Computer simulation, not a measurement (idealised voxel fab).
A process module follows: voxel self aligned vias.
It is cross-section cut that appears here, measuring 215 nm in width, its square cells being 5 nm in size.
When this document writes out a cross-section, it uses a grid of square cells and lists it as bands, beginning at the top and moving down, with a band standing for one or more rows of cells. First you get the band's top height and its bottom height, in nm, and then the materials it's made of, left to right, with each width in nm. If you see a single material with "everywhere", that one covers the band edge to edge. "empty" is empty space. A quick word on heights: they are counted from 0, and under that level the wafer as it came to us is one material throughout. The lowest band is different from the rest in having no bottom; it simply continues downward, written as in "from 0 down". When a width is written as two numbers, as in "30..40", the first number is the width in the top row of cells of the band and the second is the width in its bottom row, and the width changes by the same amount from each row to the next. What does "nothing got changed" mean for a step? It means no cell of the cross-section changed in that step. Enclosed voids (no open way to top), threshold 8 cells or more, entry "Sealed internal voids", notation width x height at distance, distance from left edge, nm. Step line, after settings: the simulator's comment on this step. "overlay nm", when on a step's line for a step with a mask, measures how far to the right of its planned place the mask lay; a negative measure means to the left.

# So here's the lineup of process steps we planned
1: RECEIVE (material Si)
2: CONFORMAL_DEP (material SiO2; thk nm 10)
3: CONFORMAL_DEP (material SiCN; thk nm 5)
4: DIRECTIONAL_DEP (material SiO2; thk nm 20)
5: DIRECTIONAL_DEP (material aC; thk nm 15)
6: PATTERN (tone open; mask id LINES; material resist; width nm 20; pitch nm 60; thk nm 30; overlay nm 0)
7: DIRECTIONAL_ETCH (etch materials aC; depth nm 15)
8: STRIP (etch materials resist)
9: DIRECTIONAL_ETCH (etch materials SiO2; depth nm 20)
10: STRIP (etch materials aC)
11: CONFORMAL_DEP (material TiN; thk nm 5)
12: FILL_DEP (material W; thk nm 10)
13: CMP (height nm 35)
14: SELECTIVE_ETCH (etch materials W Ru TiN; depth nm 10)
15: FILL_DEP (material SiN; thk nm 10)
16: CMP (height nm 35)
17: DIRECTIONAL_DEP (material SiO2; thk nm 15)
18: DIRECTIONAL_DEP (material aC; thk nm 10)
19: PATTERN (tone open; mask id VIAS; material resist; width nm 30; thk nm 30; overlay nm 0)
20: DIRECTIONAL_ETCH (etch materials aC; depth nm 10)
21: STRIP (etch materials resist)
22: DIRECTIONAL_ETCH (etch materials SiO2; depth nm 15)
23: DIRECTIONAL_ETCH (etch materials SiN; depth nm 10)
24: STRIP (etch materials aC)
25: CONFORMAL_DEP (material TiN; thk nm 5)
26: FILL_DEP (material W; thk nm 5)
27: CMP (height nm 50)
28: CONFORMAL_DEP (material SiN; thk nm 5)

# as received, after step 1
> from 0 down  Si everywhere
> Sealed internal voids: none

# Post-module cross-section of the first of two wafers (run per plan)
> from 55 to 50  SiN everywhere
> from 50 to 40  SiO2 60 / TiN 5 / W 20 / TiN 5 / SiO2 125
> from 40 to 35  SiO2 60 / TiN 10 / W 10 / TiN 10 / SiO2 125
> from 35 to 30  SiO2 65 / TiN 5 / W 10 / TiN 5 / SiO2 40 / SiN 20 / SiO2 70
> from 30 to 25  SiO2 65 / TiN 20 / SiO2 40 / SiN 20 / SiO2 70
> from 25 to 20  SiO2 65 / TiN 5 / W 10 / TiN 5 / SiO2 40 / TiN 5 / W 10 / TiN 5 / SiO2 70
> from 20 to 15  SiO2 65 / TiN 20 / SiO2 40 / TiN 20 / SiO2 70
> from 15 to 10  SiCN everywhere
> from 10 to 0  SiO2 everywhere
> from 0 down  Si everywhere
> Sealed internal voids: none

# Cross-section at end of module for the second wafer of two, which matched the first in starting point and plan and differed by one mistake in its processing
> from 55 to 50  SiN everywhere
> from 50 to 40  SiO2 60 / TiN 5 / W 20 / TiN 5 / SiO2 125
> from 40 to 35  SiO2 60 / TiN 10 / W 10 / TiN 10 / SiO2 125
> from 35 to 30  SiO2 65 / TiN 5 / W 10 / TiN 5 / SiO2 40 / SiN 20 / SiO2 70
> from 30 to 25  SiO2 65 / TiN 20 / SiO2 40 / SiN 20 / SiO2 70
> from 25 to 20  SiO2 65 / TiN 20 / SiO2 40 / TiN 20 / SiO2 70
> from 20 to 15  SiCN everywhere
> from 15 to 0  SiO2 everywhere
> from 0 down  Si everywhere
> Sealed internal voids: none
Here's what went sideways: rather than as planned, step 2 actually ran as CONFORMAL_DEP (material SiO2; thk nm 15)
In the final state, the cell counts of the second wafer exceed or fall short of those of the first for the following materials: +8 SiO2 | -4 TiN | -4 W
